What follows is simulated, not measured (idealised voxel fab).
process module | voxel wiring stack
cross-section cut | 240 nm wide | cells 5 nm
A cross-section is a grid of square cells, given in bands from the top down. A band is one or more rows of cells.
Each band's line starts with the height of the band's top and of its bottom, in nm. Then come its materials from left to right, each with its width in nm. One material with "throughout" fills the band from edge to edge. "air" is empty space.
Height 0 is the level under which the wafer as received is all one material. The lowest band goes on downwards, as in "0 down".
A width such as "30 to 40" changes by the same amount from each row of cells to the next, from the band's top row to its bottom row.
"no change" after a step means that no cell of the cross-section changed.
closed voids: empty space of 8 cells or more with no open way to the top, each as width x height at its distance from the left edge, in nm
after a step's settings: what the simulator itself notes on the step
overlay nm, on a step with a mask: how far to the right of its planned place the mask lay; to the left if negative
Each pair below shows a cross-section before one step and the cross-section after it, down to the lowest band that changed. The line under each pair gives the step between them, with its settings. The pairs can come from different runs of this module on the same starting wafer, so a pair continues from the pair above only where its "before" says so.
before
  35 to 25: lowk 60 | air 15 | lowk 35 | air 15 | lowk 35 | air 15 | lowk 65
  25 to 20: SiCN 60 | air 15 | SiCN 35 | air 15 | SiCN 35 | air 15 | SiCN 65
  20 to 15: SiO2 55 | SiN 5 | Ru 20 | SiN 5 | SiO2 20 | SiN 5 | Ru 20 | SiN 5 | SiO2 20 | SiN 5 | Ru 20 | SiN 5 | SiO2 55
  15 to 10: SiN 60 | TiN 20 | SiN 30 | TiN 20 | SiN 30 | TiN 20 | SiN 60
  10 to 0: SiO2 throughout
  0 down: Si throughout
  closed voids: none
after
  35 to 30: lowk 60 | air 15 | lowk 35 | air 15 | lowk 35 | air 15 | lowk 65
  30 to 25: lowk 60 | Ru 15 | lowk 35 | Ru 15 | lowk 35 | Ru 15 | lowk 65
  25 to 20: SiCN 60 | Ru 15 | SiCN 35 | Ru 15 | SiCN 35 | Ru 15 | SiCN 65
  below 20: unchanged
  closed voids: none
the step between: op EPI | material Ru | thk nm 10
before: the cross-section after the pair above
after
  35 to 25: lowk 60 | Ru 15 | lowk 35 | Ru 15 | lowk 35 | Ru 15 | lowk 65
  below 25: unchanged
  closed voids: none
the step between: op EPI | material Ru | thk nm 5
before: the cross-section after the pair above
after
  40 to 35: SiN throughout
  below 35: unchanged
  closed voids: none
the step between: op CONFORMAL_DEP | material SiN | thk nm 5
before: the cross-section after the pair above
after
  60 to 40: SiO2 throughout
  below 40: unchanged
  closed voids: none
the step between: op DIRECTIONAL_DEP | material SiO2 | thk nm 20
before: the cross-section after the pair above
after
  75 to 60: resist 60 | air 20 | resist 30 | air 20 | resist 30 | air 20 | resist 60
  below 60: unchanged
  closed voids: none
the step between: op PATTERN | tone open | mask id METAL_2 | material resist | width nm 20 | pitch nm 50 | thk nm 15 | overlay nm 0
before: the cross-section after the pair above
after
  75 to 60: resist 60 | air 20 | resist 30 | air 20 | resist 30 | air 20 | resist 60
  60 to 40: SiO2 60 | air 20 | SiO2 30 | air 20 | SiO2 30 | air 20 | SiO2 60
  below 40: unchanged
  closed voids: none
the step between: op DIRECTIONAL_ETCH | etch materials SiO2 | depth nm 20
before: the cross-section after the pair above
after
  75 to 60: resist 60 | air 20 | resist 30 | air 20 | resist 30 | air 20 | resist 60
  60 to 40: SiO2 60 | air 20 | SiO2 30 | air 20 | SiO2 30 | air 20 | SiO2 60
  40 to 35: SiN 60 | air 20 | SiN 30 | air 20 | SiN 30 | air 20 | SiN 60
  below 35: unchanged
  closed voids: none
the step between: op DIRECTIONAL_ETCH | etch materials SiN | depth nm 5
before: the cross-section after the pair above
after
  60 to 40: SiO2 60 | air 20 | SiO2 30 | air 20 | SiO2 30 | air 20 | SiO2 60
  below 40: unchanged
  closed voids: none
the step between: op STRIP | etch materials resist
before: the cross-section after the pair above
after
  65 to 60: TiN 65 | air 10 | TiN 40 | air 10 | TiN 40 | air 10 | TiN 65
  60 to 40: SiO2 60 | TiN 5 | air 10 | TiN 5 | SiO2 30 | TiN 5 | air 10 | TiN 5 | SiO2 30 | TiN 5 | air 10 | TiN 5 | SiO2 60
  40 to 35: SiN 60 | TiN 20 | SiN 30 | TiN 20 | SiN 30 | TiN 20 | SiN 60
  below 35: unchanged
  closed voids: none
the step between: op CONFORMAL_DEP | material TiN | thk nm 5
before: the cross-section after the pair above
after
  70 to 65: Cu throughout
  65 to 60: TiN 65 | Cu 10 | TiN 40 | Cu 10 | TiN 40 | Cu 10 | TiN 65
  60 to 40: SiO2 60 | TiN 5 | Cu 10 | TiN 5 | SiO2 30 | TiN 5 | Cu 10 | TiN 5 | SiO2 30 | TiN 5 | Cu 10 | TiN 5 | SiO2 60
  below 40: unchanged
  closed voids: none
the step between: op FILL_DEP | material Cu | thk nm 5
before: the cross-section after the pair above
after
  75 to 70: Ru throughout
  below 70: unchanged
  closed voids: none
the step between: op EPI | material Ru | thk nm 5
before: the cross-section after the pair above
after
  80 to 75: SiCN throughout
  below 75: unchanged
  closed voids: none
the step between: op FILL_DEP | material SiCN | thk nm 5
before: the cross-section after the pair above
after
  95 to 80: SiO2 throughout
  below 80: unchanged
  closed voids: none
the step between: op DIRECTIONAL_DEP | material SiO2 | thk nm 15
before: the cross-section after the pair above
after
  95 to 80: SiO2 60 | air 15 | SiO2 35 | air 15 | SiO2 35 | air 15 | SiO2 65
  below 80: unchanged
  closed voids: none
the step between: op MASKED_ETCH | tone open | mask id PLUG_2 | width nm 15 | pitch nm 50 | etch materials SiO2 | depth nm 15 | overlay nm 0
before: the cross-section after the pair above
after
  95 to 80: SiO2 60 | air 15 | SiO2 35 | air 15 | SiO2 35 | air 15 | SiO2 65
  80 to 75: SiCN 60 | air 15 | SiCN 35 | air 15 | SiCN 35 | air 15 | SiCN 65
  below 75: unchanged
  closed voids: none
the step between: op MASKED_ETCH | tone open | mask id PLUG_2 | width nm 15 | pitch nm 50 | etch materials SiCN | depth nm 5 | overlay nm 0
before: the cross-section after the pair above
after
  95 to 85: SiO2 60 | air 15 | SiO2 35 | air 15 | SiO2 35 | air 15 | SiO2 65
  85 to 80: SiO2 60 | Ru 15 | SiO2 35 | Ru 15 | SiO2 35 | Ru 15 | SiO2 65
  80 to 75: SiCN 60 | Ru 15 | SiCN 35 | Ru 15 | SiCN 35 | Ru 15 | SiCN 65
  below 75: unchanged
  closed voids: none
the step between: op EPI | material Ru | thk nm 10
before: the cross-section after the pair above
after
  95 to 80: SiO2 60 | Ru 15 | SiO2 35 | Ru 15 | SiO2 35 | Ru 15 | SiO2 65
  below 80: unchanged
  closed voids: none
the step between: op EPI | material Ru | thk nm 10
before: the cross-section after the pair above
after
  100 to 95: TiN throughout
  below 95: unchanged
  closed voids: none
the step between: op DIRECTIONAL_DEP | material TiN | thk nm 5
before: the cross-section after the pair above
after
  125 to 100: Ru throughout
  below 100: unchanged
  closed voids: none
the step between: op DIRECTIONAL_DEP | material Ru | thk nm 25
before: the cross-section after the pair above
after
  125 to 100: air 60 | Ru 20 | air 30 | Ru 20 | air 30 | Ru 20 | air 60
  below 100: unchanged
  closed voids: none
the step between: op MASKED_ETCH | tone cover | mask id METAL_3 | width nm 20 | pitch nm 50 | etch materials Ru | depth nm 25 | overlay nm 0
before: the cross-section after the pair above
after
  125 to 100: air 60 | Ru 20 | air 30 | Ru 20 | air 30 | Ru 20 | air 60
  100 to 95: air 60 | TiN 20 | air 30 | TiN 20 | air 30 | TiN 20 | air 60
  below 95: unchanged
  closed voids: none
the step between: op MASKED_ETCH | tone cover | mask id METAL_3 | width nm 20 | pitch nm 50 | etch materials TiN | depth nm 5 | overlay nm 0
before: the cross-section after the pair above
after
  130 to 125: lowk throughout
  125 to 100: lowk 60 | Ru 20 | lowk 30 | Ru 20 | lowk 30 | Ru 20 | lowk 60
  100 to 95: lowk 60 | TiN 20 | lowk 30 | TiN 20 | lowk 30 | TiN 20 | lowk 60
  below 95: unchanged
  closed voids: none
the step between: op FILL_DEP | material lowk | thk nm 5
before: the cross-section after the pair above
after
  125 to 100: lowk 60 | Ru 20 | lowk 30 | Ru 20 | lowk 30 | Ru 20 | lowk 60
  below 100: unchanged
  closed voids: none
the step between: op CMP | height nm 125
before: the cross-section after the pair above
after
  130 to 125: SiN throughout
  below 125: unchanged
  closed voids: none
the step between: op CONFORMAL_DEP | material SiN | thk nm 5
before
  125 to 100: Ru throughout
  100 to 95: TiN throughout
  95 to 80: SiO2 60 | Ru 15 | SiO2 35 | Ru 15 | SiO2 35 | Ru 15 | SiO2 65
  80 to 70: SiCN 60 to 55 | Ru 15 to 30 | SiCN 35 to 20 | Ru 15 to 30 | SiCN 35 to 20 | Ru 15 to 30 | SiCN 65 to 55
  70 to 50: SiO2 60 | TiN 5 | Cu 10 | TiN 5 | SiO2 30 | TiN 5 | Cu 10 | TiN 5 | SiO2 30 | TiN 5 | Cu 10 | TiN 5 | SiO2 60
  50 to 45: SiN 60 | TiN 20 | SiN 30 | TiN 20 | SiN 30 | TiN 20 | SiN 60
  45 to 35: lowk 60 | Ru 15 | lowk 35 | Ru 15 | lowk 35 | Ru 15 | lowk 65
  35 to 30: SiCN 60 | Ru 15 | SiCN 35 | Ru 15 | SiCN 35 | Ru 15 | SiCN 65
  30 to 15: SiO2 55 | SiN 5 | Ru 20 | SiN 5 | SiO2 20 | SiN 5 | Ru 20 | SiN 5 | SiO2 20 | SiN 5 | Ru 20 | SiN 5 | SiO2 55
  15 to 10: SiN 60 | TiN 20 | SiN 30 | TiN 20 | SiN 30 | TiN 20 | SiN 60
  10 to 0: SiO2 throughout
  0 down: Si throughout
  closed voids: none
after
  125 to 100: air 65 | Ru 15 | air 35 | Ru 15 | air 35 | Ru 15 | air 60
  below 100: unchanged
  closed voids: none
the step between: op MASKED_ETCH | tone cover | mask id METAL_3 | width nm 15 | pitch nm 50 | etch materials Ru | depth nm 25 | overlay nm 0
before: the cross-section after the pair above
after
  125 to 100: air 65 | Ru 15 | air 35 | Ru 15 | air 35 | Ru 15 | air 60
  100 to 95: air 60 | TiN 20 | air 30 | TiN 20 | air 30 | TiN 20 | air 60
  below 95: unchanged
  closed voids: none
the step between: op MASKED_ETCH | tone cover | mask id METAL_3 | width nm 20 | pitch nm 50 | etch materials TiN | depth nm 5 | overlay nm 0
before: the cross-section after the pair above
after
  130 to 125: lowk throughout
  125 to 100: lowk 65 | Ru 15 | lowk 35 | Ru 15 | lowk 35 | Ru 15 | lowk 60
  100 to 95: lowk 60 | TiN 20 | lowk 30 | TiN 20 | lowk 30 | TiN 20 | lowk 60
  below 95: unchanged
  closed voids: none
the step between: op FILL_DEP | material lowk | thk nm 5
before: the cross-section after the pair above
after
  125 to 100: lowk 65 | Ru 15 | lowk 35 | Ru 15 | lowk 35 | Ru 15 | lowk 60
  below 100: unchanged
  closed voids: none
the step between: op CMP | height nm 125
before: the cross-section after the pair above
after
  130 to 125: SiN throughout
  below 125: unchanged
  closed voids: none
the step between: op CONFORMAL_DEP | material SiN | thk nm 5
before
  70 to 50: SiO2 throughout
  50 to 45: SiN throughout
  45 to 35: lowk 60 | Ru 15 | lowk 35 | Ru 15 | lowk 35 | Ru 15 | lowk 65
  35 to 30: SiCN 60 | Ru 15 | SiCN 35 | Ru 15 | SiCN 35 | Ru 15 | SiCN 65
  30 to 15: SiO2 55 | SiN 5 | Ru 20 | SiN 5 | SiO2 20 | SiN 5 | Ru 20 | SiN 5 | SiO2 20 | SiN 5 | Ru 20 | SiN 5 | SiO2 55
  15 to 10: SiN 60 | TiN 20 | SiN 30 | TiN 20 | SiN 30 | TiN 20 | SiN 60
  10 to 0: SiO2 throughout
  0 down: Si throughout
  closed voids: none
after
  85 to 70: resist 50 | air 20 | resist 30 | air 20 | resist 30 | air 20 | resist 70
  below 70: unchanged
  closed voids: none
the step between: op PATTERN | tone open | mask id METAL_2 | material resist | width nm 20 | pitch nm 50 | thk nm 15 | overlay nm -10
before: the cross-section after the pair above
after
  85 to 70: resist 50 | air 20 | resist 30 | air 20 | resist 30 | air 20 | resist 70
  70 to 50: SiO2 50 | air 20 | SiO2 30 | air 20 | SiO2 30 | air 20 | SiO2 70
  below 50: unchanged
  closed voids: none
the step between: op DIRECTIONAL_ETCH | etch materials SiO2 | depth nm 20
before: the cross-section after the pair above
after
  85 to 70: resist 50 | air 20 | resist 30 | air 20 | resist 30 | air 20 | resist 70
  70 to 50: SiO2 50 | air 20 | SiO2 30 | air 20 | SiO2 30 | air 20 | SiO2 70
  50 to 45: SiN 50 | air 20 | SiN 30 | air 20 | SiN 30 | air 20 | SiN 70
  below 45: unchanged
  closed voids: none
the step between: op DIRECTIONAL_ETCH | etch materials SiN | depth nm 5
before: the cross-section after the pair above
after
  70 to 50: SiO2 50 | air 20 | SiO2 30 | air 20 | SiO2 30 | air 20 | SiO2 70
  below 50: unchanged
  closed voids: none
the step between: op STRIP | etch materials resist
before: the cross-section after the pair above
after
  75 to 70: TiN 55 | air 10 | TiN 40 | air 10 | TiN 40 | air 10 | TiN 75
  70 to 50: SiO2 50 | TiN 5 | air 10 | TiN 5 | SiO2 30 | TiN 5 | air 10 | TiN 5 | SiO2 30 | TiN 5 | air 10 | TiN 5 | SiO2 70
  50 to 45: SiN 50 | TiN 20 | SiN 30 | TiN 20 | SiN 30 | TiN 20 | SiN 70
  below 45: unchanged
  closed voids: none
the step between: op CONFORMAL_DEP | material TiN | thk nm 5
before: the cross-section after the pair above
after
  80 to 75: Cu throughout
  75 to 70: TiN 55 | Cu 10 | TiN 40 | Cu 10 | TiN 40 | Cu 10 | TiN 75
  70 to 50: SiO2 50 | TiN 5 | Cu 10 | TiN 5 | SiO2 30 | TiN 5 | Cu 10 | TiN 5 | SiO2 30 | TiN 5 | Cu 10 | TiN 5 | SiO2 70
  below 50: unchanged
  closed voids: none
the step between: op FILL_DEP | material Cu | thk nm 5
before: the cross-section after the pair above
after
  70 to 50: SiO2 50 | TiN 5 | Cu 10 | TiN 5 | SiO2 30 | TiN 5 | Cu 10 | TiN 5 | SiO2 30 | TiN 5 | Cu 10 | TiN 5 | SiO2 70
  below 50: unchanged
  closed voids: none
the step between: op CMP | height nm 70
before: the cross-section after the pair above
after
  75 to 70: air 45 | Ru 30 | air 20 | Ru 30 | air 20 | Ru 30 | air 65
  below 70: unchanged
  closed voids: none
the step between: op EPI | material Ru | thk nm 5
before: the cross-section after the pair above
after
  80 to 75: SiCN throughout
  75 to 70: SiCN 45 | Ru 30 | SiCN 20 | Ru 30 | SiCN 20 | Ru 30 | SiCN 65
  below 70: unchanged
  closed voids: none
the step between: op FILL_DEP | material SiCN | thk nm 5
before: the cross-section after the pair above
after
  95 to 80: SiO2 throughout
  below 80: unchanged
  closed voids: none
the step between: op DIRECTIONAL_DEP | material SiO2 | thk nm 15
before: the cross-section after the pair above
after
  95 to 80: SiO2 60 | air 15 | SiO2 35 | air 15 | SiO2 35 | air 15 | SiO2 65
  below 80: unchanged
  closed voids: none
the step between: op MASKED_ETCH | tone open | mask id PLUG_2 | width nm 15 | pitch nm 50 | etch materials SiO2 | depth nm 15 | overlay nm 0
before: the cross-section after the pair above
after
  95 to 80: SiO2 60 | air 15 | SiO2 35 | air 15 | SiO2 35 | air 15 | SiO2 65
  80 to 75: SiCN 60 | air 15 | SiCN 35 | air 15 | SiCN 35 | air 15 | SiCN 65
  below 75: unchanged
  closed voids: none
the step between: op MASKED_ETCH | tone open | mask id PLUG_2 | width nm 15 | pitch nm 50 | etch materials SiCN | depth nm 5 | overlay nm 0
before: the cross-section after the pair above
after
  95 to 85: SiO2 60 | air 15 | SiO2 35 | air 15 | SiO2 35 | air 15 | SiO2 65
  85 to 80: SiO2 60 | Ru 15 | SiO2 35 | Ru 15 | SiO2 35 | Ru 15 | SiO2 65
  80 to 70: SiCN 60 to 45 | Ru 15 to 30 | SiCN 35 to 20 | Ru 15 to 30 | SiCN 35 to 20 | Ru 15 to 30 | SiCN 65
  below 70: unchanged
  closed voids: none
the step between: op EPI | material Ru | thk nm 10
before: the cross-section after the pair above
after
  95 to 80: SiO2 60 | Ru 15 | SiO2 35 | Ru 15 | SiO2 35 | Ru 15 | SiO2 65
  below 80: unchanged
  closed voids: none
the step between: op EPI | material Ru | thk nm 10
before: the cross-section after the pair above
after
  100 to 95: TiN throughout
  below 95: unchanged
  closed voids: none
the step between: op DIRECTIONAL_DEP | material TiN | thk nm 5
before: the cross-section after the pair above
after
  125 to 100: Ru throughout
  below 100: unchanged
  closed voids: none
the step between: op DIRECTIONAL_DEP | material Ru | thk nm 25
before: the cross-section after the pair above
after
  125 to 100: air 60 | Ru 20 | air 30 | Ru 20 | air 30 | Ru 20 | air 60
  below 100: unchanged
  closed voids: none
the step between: op MASKED_ETCH | tone cover | mask id METAL_3 | width nm 20 | pitch nm 50 | etch materials Ru | depth nm 25 | overlay nm 0
before: the cross-section after the pair above
after
  125 to 100: air 60 | Ru 20 | air 30 | Ru 20 | air 30 | Ru 20 | air 60
  100 to 95: air 60 | TiN 20 | air 30 | TiN 20 | air 30 | TiN 20 | air 60
  below 95: unchanged
  closed voids: none
the step between: op MASKED_ETCH | tone cover | mask id METAL_3 | width nm 20 | pitch nm 50 | etch materials TiN | depth nm 5 | overlay nm 0
before: the cross-section after the pair above
after
  130 to 125: lowk throughout
  125 to 100: lowk 60 | Ru 20 | lowk 30 | Ru 20 | lowk 30 | Ru 20 | lowk 60
  100 to 95: lowk 60 | TiN 20 | lowk 30 | TiN 20 | lowk 30 | TiN 20 | lowk 60
  below 95: unchanged
  closed voids: none
the step between: op FILL_DEP | material lowk | thk nm 5
before: the cross-section after the pair above
after
  125 to 100: lowk 60 | Ru 20 | lowk 30 | Ru 20 | lowk 30 | Ru 20 | lowk 60
  below 100: unchanged
  closed voids: none
the step between: op CMP | height nm 125
before: the cross-section after the pair above
after
  130 to 125: SiN throughout
  below 125: unchanged
  closed voids: none
the step between: op CONFORMAL_DEP | material SiN | thk nm 5
before
  10 to 0: SiO2 throughout
  0 down: Si throughout
  closed voids: none
after
  15 to 10: Cu throughout
  below 10: unchanged
  closed voids: none
the step between: op DIRECTIONAL_DEP | material Cu | thk nm 5
before: the cross-section after the pair above
after
  30 to 15: Ru throughout
  below 15: unchanged
  closed voids: none
the step between: op DIRECTIONAL_DEP | material Ru | thk nm 15
before: the cross-section after the pair above
after
  40 to 30: aC throughout
  below 30: unchanged
  closed voids: none
the step between: op DIRECTIONAL_DEP | material aC | thk nm 10
before: the cross-section after the pair above
after
  70 to 40: air 60 | resist 20 | air 30 | resist 20 | air 30 | resist 20 | air 60
  below 40: unchanged
  closed voids: none
the step between: op PATTERN | tone cover | mask id METAL_1 | material resist | width nm 20 | pitch nm 50 | thk nm 30 | overlay nm 0
before: the cross-section after the pair above
after
  60 to 40: air 60 | resist 20 | air 30 | resist 20 | air 30 | resist 20 | air 60
  40 to 30: air 60 | aC 20 | air 30 | aC 20 | air 30 | aC 20 | air 60
  below 30: unchanged
  closed voids: none
the step between: op DIRECTIONAL_ETCH | etch materials aC | depth nm 10
before: the cross-section after the pair above
after
  40 to 30: air 60 | aC 20 | air 30 | aC 20 | air 30 | aC 20 | air 60
  below 30: unchanged
  closed voids: none
the step between: op STRIP | etch materials resist
before: the cross-section after the pair above
after
  40 to 30: air 60 | aC 20 | air 30 | aC 20 | air 30 | aC 20 | air 60
  30 to 15: air 60 | Ru 20 | air 30 | Ru 20 | air 30 | Ru 20 | air 60
  below 15: unchanged
  closed voids: none
the step between: op DIRECTIONAL_ETCH | etch materials Ru | depth nm 15
before: the cross-section after the pair above
after
  30 to 15: air 60 | Ru 20 | air 30 | Ru 20 | air 30 | Ru 20 | air 60
  below 15: unchanged
  closed voids: none
the step between: op STRIP | etch materials aC
before: the cross-section after the pair above
after
  35 to 30: air 55 | SiN 30 | air 20 | SiN 30 | air 20 | SiN 30 | air 55
  30 to 20: air 55 | SiN 5 | Ru 20 | SiN 5 | air 20 | SiN 5 | Ru 20 | SiN 5 | air 20 | SiN 5 | Ru 20 | SiN 5 | air 55
  20 to 15: SiN 60 | Ru 20 | SiN 30 | Ru 20 | SiN 30 | Ru 20 | SiN 60
  below 15: unchanged
  closed voids: none
the step between: op CONFORMAL_DEP | material SiN | thk nm 5
before: the cross-section after the pair above
after
  45 to 35: SiO2 throughout
  35 to 30: SiO2 55 | SiN 30 | SiO2 20 | SiN 30 | SiO2 20 | SiN 30 | SiO2 55
  30 to 20: SiO2 55 | SiN 5 | Ru 20 | SiN 5 | SiO2 20 | SiN 5 | Ru 20 | SiN 5 | SiO2 20 | SiN 5 | Ru 20 | SiN 5 | SiO2 55
  below 20: unchanged
  closed voids: none
the step between: op FILL_DEP | material SiO2 | thk nm 10
before: the cross-section after the pair above
after
  30 to 20: SiO2 55 | SiN 5 | Ru 20 | SiN 5 | SiO2 20 | SiN 5 | Ru 20 | SiN 5 | SiO2 20 | SiN 5 | Ru 20 | SiN 5 | SiO2 55
  below 20: unchanged
  closed voids: none
the step between: op CMP | height nm 30
before: the cross-section after the pair above
after
  35 to 30: SiCN throughout
  below 30: unchanged
  closed voids: none
the step between: op CONFORMAL_DEP | material SiCN | thk nm 5
before: the cross-section after the pair above
after
  45 to 35: lowk throughout
  below 35: unchanged
  closed voids: none
the step between: op DIRECTIONAL_DEP | material lowk | thk nm 10
before: the cross-section after the pair above
after
  60 to 45: resist 60 | air 15 | resist 35 | air 15 | resist 35 | air 15 | resist 65
  below 45: unchanged
  closed voids: none
the step between: op PATTERN | tone open | mask id PLUG_1 | material resist | width nm 15 | pitch nm 50 | thk nm 15 | overlay nm 0
before: the cross-section after the pair above
after
  60 to 45: resist 60 | air 15 | resist 35 | air 15 | resist 35 | air 15 | resist 65
  45 to 35: lowk 60 | air 15 | lowk 35 | air 15 | lowk 35 | air 15 | lowk 65
  below 35: unchanged
  closed voids: none
the step between: op DIRECTIONAL_ETCH | etch materials lowk | depth nm 10
before: the cross-section after the pair above
after
  60 to 45: resist 60 | air 15 | resist 35 | air 15 | resist 35 | air 15 | resist 65
  45 to 35: lowk 60 | air 15 | lowk 35 | air 15 | lowk 35 | air 15 | lowk 65
  35 to 30: SiCN 60 | air 15 | SiCN 35 | air 15 | SiCN 35 | air 15 | SiCN 65
  below 30: unchanged
  closed voids: none
the step between: op DIRECTIONAL_ETCH | etch materials SiCN | depth nm 5
before: the cross-section after the pair above
after
  45 to 35: lowk 60 | air 15 | lowk 35 | air 15 | lowk 35 | air 15 | lowk 65
  below 35: unchanged
  closed voids: none
the step between: op STRIP | etch materials resist
before: the cross-section after the pair above
after
  45 to 40: lowk 60 | air 15 | lowk 35 | air 15 | lowk 35 | air 15 | lowk 65
  40 to 35: lowk 60 | Ru 15 | lowk 35 | Ru 15 | lowk 35 | Ru 15 | lowk 65
  35 to 30: SiCN 60 | Ru 15 | SiCN 35 | Ru 15 | SiCN 35 | Ru 15 | SiCN 65
  below 30: unchanged
  closed voids: none
the step between: op EPI | material Ru | thk nm 10
before: the cross-section after the pair above
after
  45 to 35: lowk 60 | Ru 15 | lowk 35 | Ru 15 | lowk 35 | Ru 15 | lowk 65
  below 35: unchanged
  closed voids: none
the step between: op EPI | material Ru | thk nm 5
before: the cross-section after the pair above
after
  50 to 45: SiN throughout
  below 45: unchanged
  closed voids: none
the step between: op CONFORMAL_DEP | material SiN | thk nm 5
before: the cross-section after the pair above
after
  70 to 50: SiO2 throughout
  below 50: unchanged
  closed voids: none
the step between: op DIRECTIONAL_DEP | material SiO2 | thk nm 20
before: the cross-section after the pair above
after
  85 to 70: resist 60 | air 20 | resist 30 | air 20 | resist 30 | air 20 | resist 60
  below 70: unchanged
  closed voids: none
the step between: op PATTERN | tone open | mask id METAL_2 | material resist | width nm 20 | pitch nm 50 | thk nm 15 | overlay nm 0
before: the cross-section after the pair above
after
  85 to 70: resist 60 | air 20 | resist 30 | air 20 | resist 30 | air 20 | resist 60
  70 to 50: SiO2 60 | air 20 | SiO2 30 | air 20 | SiO2 30 | air 20 | SiO2 60
  below 50: unchanged
  closed voids: none
the step between: op DIRECTIONAL_ETCH | etch materials SiO2 | depth nm 20
before: the cross-section after the pair above
after
  85 to 70: resist 60 | air 20 | resist 30 | air 20 | resist 30 | air 20 | resist 60
  70 to 50: SiO2 60 | air 20 | SiO2 30 | air 20 | SiO2 30 | air 20 | SiO2 60
  50 to 45: SiN 60 | air 20 | SiN 30 | air 20 | SiN 30 | air 20 | SiN 60
  below 45: unchanged
  closed voids: none
the step between: op DIRECTIONAL_ETCH | etch materials SiN | depth nm 5
before: the cross-section after the pair above
after
  70 to 50: SiO2 60 | air 20 | SiO2 30 | air 20 | SiO2 30 | air 20 | SiO2 60
  below 50: unchanged
  closed voids: none
the step between: op STRIP | etch materials resist
before: the cross-section after the pair above
after
  75 to 70: TiN 65 | air 10 | TiN 40 | air 10 | TiN 40 | air 10 | TiN 65
  70 to 50: SiO2 60 | TiN 5 | air 10 | TiN 5 | SiO2 30 | TiN 5 | air 10 | TiN 5 | SiO2 30 | TiN 5 | air 10 | TiN 5 | SiO2 60
  50 to 45: SiN 60 | TiN 20 | SiN 30 | TiN 20 | SiN 30 | TiN 20 | SiN 60
  below 45: unchanged
  closed voids: none
the step between: op CONFORMAL_DEP | material TiN | thk nm 5
before: the cross-section after the pair above
after
  80 to 75: Cu throughout
  75 to 70: TiN 65 | Cu 10 | TiN 40 | Cu 10 | TiN 40 | Cu 10 | TiN 65
  70 to 50: SiO2 60 | TiN 5 | Cu 10 | TiN 5 | SiO2 30 | TiN 5 | Cu 10 | TiN 5 | SiO2 30 | TiN 5 | Cu 10 | TiN 5 | SiO2 60
  below 50: unchanged
  closed voids: none
the step between: op FILL_DEP | material Cu | thk nm 5
before: the cross-section after the pair above
after
  70 to 50: SiO2 60 | TiN 5 | Cu 10 | TiN 5 | SiO2 30 | TiN 5 | Cu 10 | TiN 5 | SiO2 30 | TiN 5 | Cu 10 | TiN 5 | SiO2 60
  below 50: unchanged
  closed voids: none
the step between: op CMP | height nm 70
before: the cross-section after the pair above
after
  75 to 70: air 55 | Ru 30 | air 20 | Ru 30 | air 20 | Ru 30 | air 55
  below 70: unchanged
  closed voids: none
the step between: op EPI | material Ru | thk nm 5
before: the cross-section after the pair above
after
  80 to 75: SiCN throughout
  75 to 70: SiCN 55 | Ru 30 | SiCN 20 | Ru 30 | SiCN 20 | Ru 30 | SiCN 55
  below 70: unchanged
  closed voids: none
the step between: op FILL_DEP | material SiCN | thk nm 5
before: the cross-section after the pair above
after
  95 to 80: SiO2 throughout
  below 80: unchanged
  closed voids: none
the step between: op DIRECTIONAL_DEP | material SiO2 | thk nm 15
before: the cross-section after the pair above
after
  95 to 80: SiO2 60 | air 15 | SiO2 35 | air 15 | SiO2 35 | air 15 | SiO2 65
  below 80: unchanged
  closed voids: none
the step between: op MASKED_ETCH | tone open | mask id PLUG_2 | width nm 15 | pitch nm 50 | etch materials SiO2 | depth nm 15 | overlay nm 0
before: the cross-section after the pair above
after
  95 to 80: SiO2 60 | air 15 | SiO2 35 | air 15 | SiO2 35 | air 15 | SiO2 65
  80 to 75: SiCN 60 | air 15 | SiCN 35 | air 15 | SiCN 35 | air 15 | SiCN 65
  below 75: unchanged
  closed voids: none
the step between: op MASKED_ETCH | tone open | mask id PLUG_2 | width nm 15 | pitch nm 50 | etch materials SiCN | depth nm 5 | overlay nm 0
before: the cross-section after the pair above
after
  95 to 85: SiO2 60 | air 15 | SiO2 35 | air 15 | SiO2 35 | air 15 | SiO2 65
  85 to 80: SiO2 60 | Ru 15 | SiO2 35 | Ru 15 | SiO2 35 | Ru 15 | SiO2 65
  80 to 70: SiCN 60 to 55 | Ru 15 to 30 | SiCN 35 to 20 | Ru 15 to 30 | SiCN 35 to 20 | Ru 15 to 30 | SiCN 65 to 55
  below 70: unchanged
  closed voids: none
the step between: op EPI | material Ru | thk nm 10
before: the cross-section after the pair above
after
  95 to 80: SiO2 60 | Ru 15 | SiO2 35 | Ru 15 | SiO2 35 | Ru 15 | SiO2 65
  below 80: unchanged
  closed voids: none
the step between: op EPI | material Ru | thk nm 10
before: the cross-section after the pair above
after
  100 to 95: TiN throughout
  below 95: unchanged
  closed voids: none
the step between: op DIRECTIONAL_DEP | material TiN | thk nm 5
before: the cross-section after the pair above
after
  125 to 100: Ru throughout
  below 100: unchanged
  closed voids: none
the step between: op DIRECTIONAL_DEP | material Ru | thk nm 25
before: the cross-section after the pair above
after
  125 to 100: air 60 | Ru 20 | air 30 | Ru 20 | air 30 | Ru 20 | air 60
  below 100: unchanged
  closed voids: none
the step between: op MASKED_ETCH | tone cover | mask id METAL_3 | width nm 20 | pitch nm 50 | etch materials Ru | depth nm 25 | overlay nm 0
before: the cross-section after the pair above
after
  125 to 100: air 60 | Ru 20 | air 30 | Ru 20 | air 30 | Ru 20 | air 60
  100 to 95: air 60 | TiN 20 | air 30 | TiN 20 | air 30 | TiN 20 | air 60
  below 95: unchanged
  closed voids: none
the step between: op MASKED_ETCH | tone cover | mask id METAL_3 | width nm 20 | pitch nm 50 | etch materials TiN | depth nm 5 | overlay nm 0
before: the cross-section after the pair above
after
  130 to 125: lowk throughout
  125 to 100: lowk 60 | Ru 20 | lowk 30 | Ru 20 | lowk 30 | Ru 20 | lowk 60
  100 to 95: lowk 60 | TiN 20 | lowk 30 | TiN 20 | lowk 30 | TiN 20 | lowk 60
  below 95: unchanged
  closed voids: none
the step between: op FILL_DEP | material lowk | thk nm 5
before: the cross-section after the pair above
after
  125 to 100: lowk 60 | Ru 20 | lowk 30 | Ru 20 | lowk 30 | Ru 20 | lowk 60
  below 100: unchanged
  closed voids: none
the step between: op CMP | height nm 125
before: the cross-section after the pair above
after
  130 to 125: SiN throughout
  below 125: unchanged
  closed voids: none
the step between: op CONFORMAL_DEP | material SiN | thk nm 5
before
  45 to 35: lowk throughout
  35 to 30: SiCN throughout
  30 to 15: SiO2 55 | SiN 5 | Ru 20 | SiN 5 | SiO2 20 | SiN 5 | Ru 20 | SiN 5 | SiO2 20 | SiN 5 | Ru 20 | SiN 5 | SiO2 55
  15 to 10: SiN 60 | TiN 20 | SiN 30 | TiN 20 | SiN 30 | TiN 20 | SiN 60
  10 to 0: SiO2 throughout
  0 down: Si throughout
  closed voids: none
after
  60 to 45: air 60 | resist 15 | air 35 | resist 15 | air 35 | resist 15 | air 65
  below 45: unchanged
  closed voids: none
the step between: op PATTERN | tone cover | mask id PLUG_1 | material resist | width nm 15 | pitch nm 50 | thk nm 15 | overlay nm 0
